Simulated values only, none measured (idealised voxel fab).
process module | voxel capacitor over wiring
cross-section cut | 195 nm wide | cells 5 nm
A cross-section is a grid of square cells, given in bands from the top down. A band is one or more rows of cells.
Each band's line starts with the height of the band's top and of its bottom, in nm. Then come its materials from left to right, each with its width in nm. One material with "throughout" fills the band from edge to edge. "air" is empty space.
Height 0 is the level under which the wafer as received is all one material. The lowest band goes on downwards, as in "0 down".
A width such as "30 to 40" changes by the same amount from each row of cells to the next, from the band's top row to its bottom row.
"no change" after a step means that no cell of the cross-section changed.
closed voids: empty space of 8 cells or more with no open way to the top, each as width x height at its distance from the left edge, in nm
after a step's settings: what the simulator itself notes on the step
overlay nm, on a step with a mask: how far to the right of its planned place the mask lay; to the left if negative
plan
1 op RECEIVE | material Si
2 op CONFORMAL_DEP | material SiO2 | thk nm 15
3 op CONFORMAL_DEP | material SiN | thk nm 5
4 op DIRECTIONAL_DEP | material SiO2 | thk nm 20
5 op DIRECTIONAL_DEP | material aC | thk nm 15
6 op PATTERN | tone open | mask id METAL_1 | material resist | width nm 25 | pitch nm 75 | thk nm 35 | overlay nm 0
7 op DIRECTIONAL_ETCH | etch materials aC | depth nm 15
8 op STRIP | etch materials resist
9 op DIRECTIONAL_ETCH | etch materials SiO2 | depth nm 20
10 op DIRECTIONAL_ETCH | etch materials SiN | depth nm 5
11 op STRIP | etch materials aC
12 op CONFORMAL_DEP | material TiN | thk nm 5
13 op FILL_DEP | material Ru | thk nm 5
14 op CMP | height nm 40
15 op CONFORMAL_DEP | material SiCN | thk nm 5
16 op DIRECTIONAL_DEP | material lowk | thk nm 10
17 op MASKED_ETCH | tone open | mask id PLUG_1 | width nm 15 | etch materials lowk | depth nm 10 | overlay nm 0
18 op MASKED_ETCH | tone open | mask id PLUG_1 | width nm 15 | etch materials SiCN | depth nm 5 | overlay nm 0
19 op EPI | material Ru | thk nm 10
20 op EPI | material Ru | thk nm 5
21 op DIRECTIONAL_DEP | material TiN | thk nm 10
22 op DIRECTIONAL_DEP | material HfO2 | thk nm 5
23 op DIRECTIONAL_DEP | material TiN | thk nm 10
24 op PATTERN | tone cover | mask id UPPER_PLATE | material resist | width nm 55 | thk nm 15 | overlay nm 0
25 op DIRECTIONAL_ETCH | etch materials TiN | depth nm 10
26 op DIRECTIONAL_ETCH | etch materials HfO2 | depth nm 5
27 op STRIP | etch materials resist
28 op PATTERN | tone cover | mask id LOWER_PLATE | material resist | width nm 65 | thk nm 15 | overlay nm 0
29 op DIRECTIONAL_ETCH | etch materials TiN | depth nm 10
30 op STRIP | etch materials resist
31 op FILL_DEP | material SiO2 | thk nm 20
32 op CMP | height nm 95
33 op PATTERN | tone open | mask id PLUG_2 | material resist | width nm 15 | thk nm 20 | overlay nm 0
34 op DIRECTIONAL_ETCH | etch materials SiO2 | depth nm 15
35 op STRIP | etch materials resist
36 op CONFORMAL_DEP | material TiN | thk nm 5
37 op FILL_DEP | material Ru | thk nm 5
38 op CMP | height nm 95
39 op CONFORMAL_DEP | material SiCN | thk nm 5
as received, after step 1
  0 down: Si throughout
  closed voids: none
a wafer at the end: this start, this plan, one mistake
  100 to 95: SiCN throughout
  95 to 85: SiO2 65 | TiN 5 | Ru 5 | TiN 5 | SiO2 115
  85 to 80: SiO2 65 | TiN 15 | SiO2 115
  80 to 70: SiO2 55 | TiN 55 | SiO2 85
  70 to 65: SiO2 55 | HfO2 55 | SiO2 85
  65 to 55: SiO2 50 | TiN 65 | SiO2 80
  55 to 45: lowk 55 | Ru 15 | lowk 125
  45 to 40: SiCN 55 | Ru 15 | SiCN 125
  40 to 20: SiO2 45 | TiN 5 | HfO2 15 | TiN 5 | SiO2 50 | TiN 5 | HfO2 15 | TiN 5 | SiO2 50
  20 to 15: SiN 45 | TiN 25 | SiN 50 | TiN 25 | SiN 50
  15 to 0: SiO2 throughout
  0 down: Si throughout
  closed voids: none
what went wrong: step 13 ran as: op FILL_DEP | material HfO2 | thk nm 5
